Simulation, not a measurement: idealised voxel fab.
process module | voxel double patterning
cross-section cut | 200 nm wide | cells 5 nm
A cross-section is a grid of square cells, given in bands from the top down. A band is one or more rows of cells.
Each band's line starts with the height of the band's top and of its bottom, in nm. Then come its materials from left to right, each with its width in nm. One material with "throughout" fills the band from edge to edge. "air" is empty space.
Height 0 is the level under which the wafer as received is all one material. The lowest band goes on downwards, as in "0 down".
A width such as "30 to 40" changes by the same amount from each row of cells to the next, from the band's top row to its bottom row.
"no change" after a step means that no cell of the cross-section changed.
closed voids: empty space of 8 cells or more with no open way to the top, each as width x height at its distance from the left edge, in nm
after a step's settings: what the simulator itself notes on the step
overlay nm, on a step with a mask: how far to the right of its planned place the mask lay; to the left if negative
plan
1 op RECEIVE | material Si
2 op CONFORMAL_DEP | material SiO2 | thk nm 5
3 op DIRECTIONAL_DEP | material W | thk nm 10
4 op DIRECTIONAL_DEP | material SiCN | thk nm 10
5 op DIRECTIONAL_DEP | material aC | thk nm 15
6 op PATTERN | tone open | mask id FIRST | material resist | width nm 15 | pitch nm 50 | thk nm 30 | overlay nm 0
7 op DIRECTIONAL_ETCH | etch materials aC | depth nm 15
8 op STRIP | etch materials resist
9 op DIRECTIONAL_ETCH | etch materials SiCN | depth nm 10
10 op STRIP | etch materials aC
11 op PATTERN | tone open | mask id SECOND | material resist | width nm 15 | thk nm 15 | overlay nm 0
12 op DIRECTIONAL_ETCH | etch materials SiCN | depth nm 10
13 op STRIP | etch materials resist
14 op DIRECTIONAL_ETCH | etch materials W | depth nm 10
15 op STRIP | etch materials SiCN
first wafer, as planned
as received, after step 1
  0 down: Si throughout
  closed voids: none
after step 2
  5 to 0: SiO2 throughout
  below 0: unchanged
after step 3
  15 to 5: W throughout
  below 5: unchanged
after step 4
  25 to 15: SiCN throughout
  below 15: unchanged
after step 5
  40 to 25: aC throughout
  below 25: unchanged
after step 6
  70 to 40: resist 65 | air 15 | resist 35 | air 15 | resist 70
  below 40: unchanged
after step 7
  55 to 40: resist 65 | air 15 | resist 35 | air 15 | resist 70
  40 to 25: aC 65 | air 15 | aC 35 | air 15 | aC 70
  below 25: unchanged
after step 8
  40 to 25: aC 65 | air 15 | aC 35 | air 15 | aC 70
  below 25: unchanged
after step 9
  40 to 25: aC 65 | air 15 | aC 35 | air 15 | aC 70
  25 to 15: SiCN 65 | air 15 | SiCN 35 | air 15 | SiCN 70
  below 15: unchanged
after step 10
  25 to 15: SiCN 65 | air 15 | SiCN 35 | air 15 | SiCN 70
  below 15: unchanged
after step 11
  40 to 25: resist 90 | air 15 | resist 95
  25 to 15: SiCN 65 | resist 15 | SiCN 35 | resist 15 | SiCN 70
  below 15: unchanged
after step 12
  40 to 25: resist 90 | air 15 | resist 95
  25 to 15: SiCN 65 | resist 15 | SiCN 10 | air 15 | SiCN 10 | resist 15 | SiCN 70
  below 15: unchanged
after step 13
  25 to 15: SiCN 65 | air 15 | SiCN 10 | air 15 | SiCN 10 | air 15 | SiCN 70
  below 15: unchanged
after step 14
  25 to 15: SiCN 65 | air 15 | SiCN 10 | air 15 | SiCN 10 | air 15 | SiCN 70
  15 to 5: W 65 | air 15 | W 10 | air 15 | W 10 | air 15 | W 70
  below 5: unchanged
after step 15
  15 to 5: W 65 | air 15 | W 10 | air 15 | W 10 | air 15 | W 70
  below 5: unchanged
second wafer: like start, like plan, one mistake. Through step 7 it matches the first wafer
when step 8 should have ended
  40 to 25: aC 65 | air 15 | aC 35 | air 15 | aC 70
  below 25: unchanged
when step 9 should have ended
  40 to 25: aC 65 | air 15 | aC 35 | air 15 | aC 70
  25 to 15: SiCN 65 | air 15 | SiCN 35 | air 15 | SiCN 70
  below 15: unchanged
when step 10 should have ended
  25 to 15: SiCN 65 | air 15 | SiCN 35 | air 15 | SiCN 70
  below 15: unchanged
when step 11 should have ended
  40 to 25: resist 90 | air 15 | resist 95
  25 to 15: SiCN 65 | resist 15 | SiCN 35 | resist 15 | SiCN 70
  below 15: unchanged
when step 12 should have ended
  40 to 25: resist 90 | air 15 | resist 95
  25 to 15: SiCN 65 | resist 15 | SiCN 10 | air 15 | SiCN 10 | resist 15 | SiCN 70
  below 15: unchanged
when step 13 should have ended
  25 to 15: SiCN 65 | air 15 | SiCN 10 | air 15 | SiCN 10 | air 15 | SiCN 70
  below 15: unchanged
when step 14 should have ended
  25 to 15: SiCN 65 | air 15 | SiCN 10 | air 15 | SiCN 10 | air 15 | SiCN 70
  15 to 5: W 65 | air 15 | W 10 | air 15 | W 10 | air 15 | W 70
  below 5: unchanged
when step 15 should have ended
  15 to 5: W 65 | air 15 | W 10 | air 15 | W 10 | air 15 | W 70
  below 5: unchanged
what went wrong: step 8 was run twice
at the end the two cross-sections are the same: no effect in what this model computes
